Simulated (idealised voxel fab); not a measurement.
The name of this process module is voxel transistor to metal.
190 nm wide, 5 nm square cells: that's cross-section cut.
We lay out every cross-section as a grid of square cells and spell it out in bands from the top down, where one band means one or more rows of cells.
In this notation a band is specified by the heights of its top and bottom, in that order and in nm, after which its materials appear from left to right, each paired with its width in nm. The word "full width" attached to a single material means that material fills the band from edge to edge; the word "empty" stands for empty space.
Heads up on the height convention: 0 is the point under which the incoming wafer is all one material, and the lowest band has no bottom, it just keeps going down, like "0 -> down".
Width "30->40": first value at the band's top row of cells, second value at its bottom row, equal change from row to row.
Key: "no change occurred" - step with no changed cell in the cross-section.
Listed in "Entrapped void list": every empty space of 8 or more cells without an open way to the top. Form: width x height at distance, the distance being from the left edge, all in nm.
The remark found on a step's line after its settings is issued by the simulator itself and pertains to that step.
If you see "overlay nm" on a step's line and that step has a mask, it's telling you how far right of where it was planned the mask ended up; a negative number means it went left instead.
PLANNED STEP LIST FOR THE PROCESS
1) RECEIVE,material Si
2) OXIDIZE,depth nm 5
3) CONFORMAL_DEP,material SiN,thk nm 15
4) MASKED_ETCH,tone cover,mask id ACTIVE,width nm 95,etch materials SiN,depth nm 15,overlay nm 0
5) MASKED_ETCH,tone cover,mask id ACTIVE,width nm 95,etch materials SiO2,depth nm 5,overlay nm 0
6) MASKED_ETCH,tone cover,mask id ACTIVE,width nm 95,etch materials Si,depth nm 20,overlay nm 0
7) OXIDIZE,depth nm 5
8) FILL_DEP,material SiO2,thk nm 5
9) CMP,height nm 15
10) SELECTIVE_ETCH,etch materials SiO2,depth nm 15
11) STRIP,etch materials SiN
12) SELECTIVE_ETCH,etch materials SiO2,depth nm 5
13) OXIDIZE,depth nm 5
14) DIRECTIONAL_DEP,material polySi,thk nm 25
15) DIRECTIONAL_DEP,material SiCN,thk nm 15
16) PATTERN,tone cover,mask id GATE,material resist,width nm 15,thk nm 15,overlay nm 0
17) DIRECTIONAL_ETCH,etch materials SiCN,depth nm 25
18) DIRECTIONAL_ETCH,etch materials polySi,depth nm 35
19) STRIP,etch materials resist
20) CONFORMAL_DEP,material SiO2,thk nm 5
21) DIRECTIONAL_ETCH,etch materials SiO2,depth nm 5
22) CONFORMAL_DEP,material SiN,thk nm 5
23) DIRECTIONAL_ETCH,etch materials SiN,depth nm 5
24) DIRECTIONAL_ETCH,etch materials SiO2,depth nm 5
25) DIRECTIONAL_ETCH,etch materials Si,depth nm 15
26) EPI,material SiGe,thk nm 15
27) FILL_DEP,material SiO2,thk nm 5
28) CMP,height nm 35
29) DIRECTIONAL_DEP,material SiO2,thk nm 10
30) DIRECTIONAL_DEP,material aC,thk nm 15
31) PATTERN,tone open,mask id CONTACT,material resist,width nm 25,pitch nm 50,thk nm 35,overlay nm -15
32) DIRECTIONAL_ETCH,etch materials aC,depth nm 15
33) STRIP,etch materials resist
34) DIRECTIONAL_ETCH,etch materials SiO2,depth nm 55
35) STRIP,etch materials aC
36) CONFORMAL_DEP,material TiN,thk nm 5
37) FILL_DEP,material Ru,thk nm 5
38) CMP,height nm 45
39) CONFORMAL_DEP,material SiN,thk nm 5
40) DIRECTIONAL_DEP,material lowk,thk nm 20
41) PATTERN,tone open,mask id METAL_1,material resist,width nm 15,pitch nm 60,thk nm 15,overlay nm 0
42) DIRECTIONAL_ETCH,etch materials lowk,depth nm 20
43) DIRECTIONAL_ETCH,etch materials SiN,depth nm 5
44) STRIP,etch materials resist
45) CONFORMAL_DEP,material TiN,thk nm 5
46) FILL_DEP,material Cu,thk nm 10
47) CMP,height nm 70
48) CONFORMAL_DEP,material SiN,thk nm 5
Variable across wafers: step 31 overlay nm (plan value is that of the first wafer; starting state common to all).
CROSS-SECTIONAL VIEW OF THE FIRST OF SEVERAL WAFERS IN THE AS-RECEIVED CONDITION, CORRESPONDING TO THE STATE FOLLOWING STEP 1
> 0 -> down = Si full width
> Entrapped void list: none
HERE IS HOW TO READ THE ROWS: EVERY WAFER HAS A ROW, AND IT SHOWS THE WAFER AT THE END OF THE MODULE, GIVING FOR EACH MATERIAL HOW MANY CELLS WERE GAINED (+) OR LOST (-) SINCE THE WAFER WAS RECEIVED, THEN LISTING ITS CLOSED VOIDS
overlay nm -15; +8 Cu; +30 Ru; -190 Si; +9 SiCN; +48 SiGe; +86 SiN; +367 SiO2; +69 TiN; +128 lowk; +15 polySi; Entrapped void list: none
overlay nm -10; +8 Cu; +27 Ru; -190 Si; +9 SiCN; +48 SiGe; +86 SiN; +364 SiO2; +75 TiN; +128 lowk; +15 polySi; Entrapped void list: none
overlay nm -5; +8 Cu; +30 Ru; -190 Si; +9 SiCN; +48 SiGe; +86 SiN; +361 SiO2; +75 TiN; +128 lowk; +15 polySi; Entrapped void list: none
overlay nm 0; +8 Cu; +30 Ru; -190 Si; +9 SiCN; +48 SiGe; +86 SiN; +370 SiO2; +66 TiN; +128 lowk; +15 polySi; Entrapped void list: none
overlay nm 5; +8 Cu; +30 Ru; -190 Si; +9 SiCN; +48 SiGe; +86 SiN; +361 SiO2; +75 TiN; +128 lowk; +15 polySi; Entrapped void list: none
overlay nm 10; +8 Cu; +27 Ru; -190 Si; +9 SiCN; +48 SiGe; +86 SiN; +364 SiO2; +75 TiN; +128 lowk; +15 polySi; Entrapped void list: none
overlay nm 15; +8 Cu; +30 Ru; -190 Si; +9 SiCN; +48 SiGe; +86 SiN; +367 SiO2; +69 TiN; +128 lowk; +15 polySi; Entrapped void list: none
